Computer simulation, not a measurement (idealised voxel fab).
process module | voxel ribs on slabs
cross-section cut | 155 nm wide | cells 5 nm
A cross-section is a grid of square cells, given in bands from the top down. A band is one or more rows of cells.
Each band's line starts with the height of the band's top and of its bottom, in nm. Then come its materials from left to right, each with its width in nm. One material with "throughout" fills the band from edge to edge. "air" is empty space.
Height 0 is the level under which the wafer as received is all one material. The lowest band goes on downwards, as in "0 down".
A width such as "30 to 40" changes by the same amount from each row of cells to the next, from the band's top row to its bottom row.
"no change" after a step means that no cell of the cross-section changed.
closed voids: empty space of 8 cells or more with no open way to the top, each as width x height at its distance from the left edge, in nm
after a step's settings: what the simulator itself notes on the step
overlay nm, on a step with a mask: how far to the right of its planned place the mask lay; to the left if negative
plan
1 op RECEIVE | material Si
2 op DIRECTIONAL_DEP | material SiO2 | thk nm 20
3 op DIRECTIONAL_DEP | material polySi | thk nm 25
4 op PATTERN | tone cover | mask id RIB | material resist | width nm 25 | thk nm 15 | overlay nm 0
5 op DIRECTIONAL_ETCH | etch materials polySi | depth nm 5
6 op STRIP | etch materials resist
7 op MASKED_ETCH | tone cover | mask id SLAB | width nm 85 | etch materials polySi | depth nm 20 | overlay nm 0
8 op FILL_DEP | material SiO2 | thk nm 30
9 op CMP | height nm 65
10 op DIRECTIONAL_DEP | material TiN | thk nm 10
11 op DIRECTIONAL_DEP | material aC | thk nm 10
12 op PATTERN | tone cover | mask id HEATER | material resist | width nm 35 | thk nm 30 | overlay nm 0
13 op DIRECTIONAL_ETCH | etch materials aC | depth nm 10
14 op STRIP | etch materials resist
15 op DIRECTIONAL_ETCH | etch materials TiN | depth nm 10
16 op STRIP | etch materials aC
17 op CONFORMAL_DEP | material SiN | thk nm 10
first wafer, as planned
as received, after step 1
  0 down: Si throughout
  closed voids: none
after step 2
  20 to 0: SiO2 throughout
  below 0: unchanged
after step 3
  45 to 20: polySi throughout
  below 20: unchanged
after step 4
  60 to 45: air 65 | resist 25 | air 65
  below 45: unchanged
after step 5
  60 to 45: air 65 | resist 25 | air 65
  45 to 40: air 65 | polySi 25 | air 65
  below 40: unchanged
after step 6
  45 to 40: air 65 | polySi 25 | air 65
  below 40: unchanged
after step 7
  45 to 40: air 65 | polySi 25 | air 65
  40 to 20: air 35 | polySi 85 | air 35
  below 20: unchanged
after step 8
  75 to 45: SiO2 throughout
  45 to 40: SiO2 65 | polySi 25 | SiO2 65
  40 to 20: SiO2 35 | polySi 85 | SiO2 35
  below 20: unchanged
after step 9
  65 to 45: SiO2 throughout
  below 45: unchanged
after step 10
  75 to 65: TiN throughout
  below 65: unchanged
after step 11
  85 to 75: aC throughout
  below 75: unchanged
after step 12
  115 to 85: air 60 | resist 35 | air 60
  below 85: unchanged
after step 13
  105 to 85: air 60 | resist 35 | air 60
  85 to 75: air 60 | aC 35 | air 60
  below 75: unchanged
after step 14
  85 to 75: air 60 | aC 35 | air 60
  below 75: unchanged
after step 15
  85 to 75: air 60 | aC 35 | air 60
  75 to 65: air 60 | TiN 35 | air 60
  below 65: unchanged
after step 16
  75 to 65: air 60 | TiN 35 | air 60
  below 65: unchanged
after step 17
  85 to 75: air 50 | SiN 55 | air 50
  75 to 65: SiN 60 | TiN 35 | SiN 60
  below 65: unchanged
second wafer: like start, like plan, one mistake. Through step 2 it matches the first wafer
when step 3 should have ended
  70 to 20: polySi throughout
  below 20: unchanged
when step 4 should have ended
  85 to 70: air 65 | resist 25 | air 65
  below 70: unchanged
when step 5 should have ended
  85 to 70: air 65 | resist 25 | air 65
  70 to 65: air 65 | polySi 25 | air 65
  below 65: unchanged
when step 6 should have ended
  70 to 65: air 65 | polySi 25 | air 65
  below 65: unchanged
when step 7 should have ended
  70 to 65: air 65 | polySi 25 | air 65
  65 to 45: air 35 | polySi 85 | air 35
  below 45: unchanged
when step 8 should have ended
  100 to 70: SiO2 throughout
  70 to 65: SiO2 65 | polySi 25 | SiO2 65
  65 to 45: SiO2 35 | polySi 85 | SiO2 35
  below 45: unchanged
when step 9 should have ended
  65 to 45: SiO2 35 | polySi 85 | SiO2 35
  below 45: unchanged
when step 10 should have ended
  75 to 65: TiN throughout
  below 65: unchanged
when step 11 should have ended
  85 to 75: aC throughout
  below 75: unchanged
when step 12 should have ended
  115 to 85: air 60 | resist 35 | air 60
  below 85: unchanged
when step 13 should have ended
  105 to 85: air 60 | resist 35 | air 60
  85 to 75: air 60 | aC 35 | air 60
  below 75: unchanged
when step 14 should have ended
  85 to 75: air 60 | aC 35 | air 60
  below 75: unchanged
when step 15 should have ended
  85 to 75: air 60 | aC 35 | air 60
  75 to 65: air 60 | TiN 35 | air 60
  below 65: unchanged
when step 16 should have ended
  75 to 65: air 60 | TiN 35 | air 60
  below 65: unchanged
when step 17 should have ended
  85 to 75: air 50 | SiN 55 | air 50
  75 to 65: SiN 60 | TiN 35 | SiN 60
  below 65: unchanged
what went wrong: step 3 was run twice
at the end the second wafer has, in cells: 150 fewer of SiO2 | 150 more of polySi
